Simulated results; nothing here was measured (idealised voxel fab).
Process module under the name voxel plated lines
The figure presents cross-section cut, which has a width of 185 nm and is divided into square cells with an edge length of 5 nm.
If you're reading a cross-section in this doc, picture square cells in a grid; it comes to you as bands, top ones listed first down to the bottom, and a band can be one or more rows of cells.
It is stipulated that each band's entry specify, in nanometres, the height of the top of the band and then that of its bottom, followed by the materials of the band in left-to-right sequence, each together with its width in nanometres. A single material marked by the word "everywhere" is understood to fill the band from edge to edge; the word "empty" is understood to denote empty space.
Heads up on the height convention: 0 is the point under which the incoming wafer is all one material, and the lowest band has no bottom, it just keeps going down, like "0 -> down".
Top row gets the first number, bottom row gets the second, and each row in between changes by the same step: that is how a band width like "30..40" works.
The cross-section has no changed cell in any step marked "no modifications".
This entry, "Closed cavity list", enumerates those empty regions of no fewer than 8 cells that possess no open connection to the top. Each region is reported in the form width x height at distance, the distance being taken from the left edge, with all three quantities expressed in nm.
The remark found on a step's line after its settings is issued by the simulator itself and pertains to that step.
Each step line may optionally specify "overlay nm", which for a step with a mask gives the rightward distance between the mask's planned place and where it lay, a negative value indicating the leftward direction.
## These are the steps we planned for the process
step 1: op RECEIVE | material Si
step 2: op CONFORMAL_DEP | material SiO2 | thk nm 10
step 3: op DIRECTIONAL_DEP | material TiN | thk nm 5
step 4: op PATTERN | tone open | mask id LINES | material resist | width nm 15 | pitch nm 35 | thk nm 30 | overlay nm 0
step 5: op EPI | material Ru | thk nm 10
step 6: op EPI | material Ru | thk nm 10
step 7: op STRIP | etch materials resist
step 8: op DIRECTIONAL_ETCH | etch materials TiN | depth nm 5
step 9: op CONFORMAL_DEP | material SiO2 | thk nm 5
## Here's what the wafer looked like in cross-section when it arrived - that's after step 1
- 0 -> down  Si everywhere
- Closed cavity list: none
## Post-module cross-section of the first of two wafers (run per plan)
- 40 -> 35  empty 25 nm / SiO2 25 nm / empty 10 nm / SiO2 25 nm / empty 10 nm / SiO2 25 nm / empty 10 nm / SiO2 25 nm / empty 30 nm
- 35 -> 15  empty 25 nm / SiO2 5 nm / Ru 15 nm / SiO2 5 nm / empty 10 nm / SiO2 5 nm / Ru 15 nm / SiO2 5 nm / empty 10 nm / SiO2 5 nm / Ru 15 nm / SiO2 5 nm / empty 10 nm / SiO2 5 nm / Ru 15 nm / SiO2 5 nm / empty 30 nm
- 15 -> 10  SiO2 30 nm / TiN 15 nm / SiO2 20 nm / TiN 15 nm / SiO2 20 nm / TiN 15 nm / SiO2 20 nm / TiN 15 nm / SiO2 35 nm
- 10 -> 0  SiO2 everywhere
- 0 -> down  Si everywhere
- Closed cavity list: none
## Second wafer cross-section at end of module - shared start and plan with the first, one mistake in the run
- 40 -> 35  empty 25 nm / SiO2 30 nm / empty 5 nm / SiO2 30 nm / empty 5 nm / SiO2 30 nm / empty 5 nm / SiO2 30 nm / empty 25 nm
- 35 -> 15  empty 25 nm / SiO2 5 nm / Ru 20 nm / SiO2 5 nm / empty 5 nm / SiO2 5 nm / Ru 20 nm / SiO2 5 nm / empty 5 nm / SiO2 5 nm / Ru 20 nm / SiO2 5 nm / empty 5 nm / SiO2 5 nm / Ru 20 nm / SiO2 5 nm / empty 25 nm
- 15 -> 10  SiO2 30 nm / TiN 20 nm / SiO2 15 nm / TiN 20 nm / SiO2 15 nm / TiN 20 nm / SiO2 15 nm / TiN 20 nm / SiO2 30 nm
- 10 -> 0  SiO2 everywhere
- 0 -> down  Si everywhere
- Closed cavity list: none
Where did the run depart from the plan? not per plan at step 4, really ran op PATTERN | tone open | mask id LINES | material resist | width nm 20 | pitch nm 35 | thk nm 30 | overlay nm 0
Final difference in cells, second wafer against first, listed per material as more or fewer: 16 more of Ru | 4 more of TiN
